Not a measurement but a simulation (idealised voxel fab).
process module | voxel ribs on slabs
cross-section cut | 190 nm wide | cells 5 nm
A cross-section is a grid of square cells, given in bands from the top down. A band is one or more rows of cells.
Each band's line starts with the height of the band's top and of its bottom, in nm. Then come its materials from left to right, each with its width in nm. One material with "throughout" fills the band from edge to edge. "air" is empty space.
Height 0 is the level under which the wafer as received is all one material. The lowest band goes on downwards, as in "0 down".
A width such as "30 to 40" changes by the same amount from each row of cells to the next, from the band's top row to its bottom row.
"no change" after a step means that no cell of the cross-section changed.
closed voids: empty space of 8 cells or more with no open way to the top, each as width x height at its distance from the left edge, in nm
after a step's settings: what the simulator itself notes on the step
overlay nm, on a step with a mask: how far to the right of its planned place the mask lay; to the left if negative
plan
1 op RECEIVE | material Si
2 op DIRECTIONAL_DEP | material SiO2 | thk nm 25
3 op DIRECTIONAL_DEP | material polySi | thk nm 15
4 op DIRECTIONAL_DEP | material aC | thk nm 15
5 op PATTERN | tone cover | mask id RIB | material resist | width nm 30 | thk nm 30 | overlay nm 0
6 op DIRECTIONAL_ETCH | etch materials aC | depth nm 15
7 op STRIP | etch materials resist
8 op DIRECTIONAL_ETCH | etch materials polySi | depth nm 10
9 op STRIP | etch materials aC
10 op DIRECTIONAL_DEP | material aC | thk nm 10
11 op PATTERN | tone cover | mask id SLAB | material resist | width nm 60 | thk nm 25 | overlay nm 0
12 op DIRECTIONAL_ETCH | etch materials aC | depth nm 10
13 op STRIP | etch materials resist
14 op DIRECTIONAL_ETCH | etch materials polySi | depth nm 5
15 op STRIP | etch materials aC
16 op FILL_DEP | material SiO2 | thk nm 15
17 op CMP | height nm 50
18 op DIRECTIONAL_DEP | material TiN | thk nm 5
19 op DIRECTIONAL_DEP | material aC | thk nm 10
20 op PATTERN | tone cover | mask id HEATER | material resist | width nm 40 | thk nm 30 | overlay nm 0
21 op DIRECTIONAL_ETCH | etch materials aC | depth nm 10
22 op STRIP | etch materials resist
23 op DIRECTIONAL_ETCH | etch materials TiN | depth nm 5
24 op STRIP | etch materials aC
25 op CONFORMAL_DEP | material SiO2 | thk nm 5
as received, after step 1
  0 down: Si throughout
  closed voids: none
first wafer at the end, as planned
  60 to 55: air 70 | SiO2 50 | air 70
  55 to 50: SiO2 75 | TiN 40 | SiO2 75
  50 to 40: SiO2 throughout
  40 to 30: SiO2 80 | polySi 30 | SiO2 80
  30 to 25: SiO2 65 | polySi 60 | SiO2 65
  25 to 0: SiO2 throughout
  0 down: Si throughout
  closed voids: none
second wafer at the end: like start, like plan, one mistake
  55 to 50: air 75 | TiN 40 | air 75
  50 to 40: SiO2 throughout
  40 to 30: SiO2 80 | polySi 30 | SiO2 80
  30 to 25: SiO2 65 | polySi 60 | SiO2 65
  25 to 0: SiO2 throughout
  0 down: Si throughout
  closed voids: none
what went wrong: step 25 was left out
at the end the second wafer has, in cells: 40 fewer of SiO2
